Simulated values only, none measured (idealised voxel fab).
process module | voxel plated lines
cross-section cut | 240 nm wide | cells 5 nm
A cross-section is a grid of square cells, given in bands from the top down. A band is one or more rows of cells.
Each band's line starts with the height of the band's top and of its bottom, in nm. Then come its materials from left to right, each with its width in nm. One material with "throughout" fills the band from edge to edge. "air" is empty space.
Height 0 is the level under which the wafer as received is all one material. The lowest band goes on downwards, as in "0 down".
A width such as "30 to 40" changes by the same amount from each row of cells to the next, from the band's top row to its bottom row.
"no change" after a step means that no cell of the cross-section changed.
closed voids: empty space of 8 cells or more with no open way to the top, each as width x height at its distance from the left edge, in nm
after a step's settings: what the simulator itself notes on the step
overlay nm, on a step with a mask: how far to the right of its planned place the mask lay; to the left if negative
plan
1 op RECEIVE | material Si
2 op CONFORMAL_DEP | material SiO2 | thk nm 5
3 op DIRECTIONAL_DEP | material TiN | thk nm 5
4 op PATTERN | tone open | mask id LINES | material resist | width nm 15 | pitch nm 50 | thk nm 25 | overlay nm 0
5 op EPI | material Ru | thk nm 5
6 op EPI | material Ru | thk nm 10
7 op STRIP | etch materials resist
8 op DIRECTIONAL_ETCH | etch materials TiN | depth nm 5
9 op CONFORMAL_DEP | material SiCN | thk nm 5
varied across the wafers: width nm of step 4. The plan shows the first wafer's value. All wafers start alike
first wafer as received, after step 1
  0 down: Si throughout
  closed voids: none
first wafer at the end, after step 9
  30 to 25: air 55 | SiCN 25 | air 25 | SiCN 25 | air 25 | SiCN 25 | air 60
  25 to 10: air 55 | SiCN 5 | Ru 15 | SiCN 5 | air 25 | SiCN 5 | Ru 15 | SiCN 5 | air 25 | SiCN 5 | Ru 15 | SiCN 5 | air 60
  10 to 5: SiCN 60 | TiN 15 | SiCN 35 | TiN 15 | SiCN 35 | TiN 15 | SiCN 65
  5 to 0: SiO2 throughout
  0 down: Si throughout
  closed voids: none
last wafer at the end
  30 to 25: air 45 | SiCN 45 | air 5 | SiCN 45 | air 5 | SiCN 45 | air 50
  25 to 10: air 45 | SiCN 5 | Ru 35 | SiCN 5 | air 5 | SiCN 5 | Ru 35 | SiCN 5 | air 5 | SiCN 5 | Ru 35 | SiCN 5 | air 50
  10 to 5: SiCN 50 | TiN 35 | SiCN 15 | TiN 35 | SiCN 15 | TiN 35 | SiCN 55
  5 to 0: SiO2 throughout
  0 down: Si throughout
  closed voids: none
each wafer at the end: cells of each material gained (+) or lost (-) since it was received, then its closed voids
width nm 15 | +27 Ru | +72 SiCN | +48 SiO2 | +9 TiN | closed voids: none
width nm 20 | +36 Ru | +72 SiCN | +48 SiO2 | +12 TiN | closed voids: none
width nm 25 | +45 Ru | +72 SiCN | +48 SiO2 | +15 TiN | closed voids: none
width nm 30 | +54 Ru | +72 SiCN | +48 SiO2 | +18 TiN | closed voids: none
width nm 35 | +63 Ru | +72 SiCN | +48 SiO2 | +21 TiN | closed voids: none
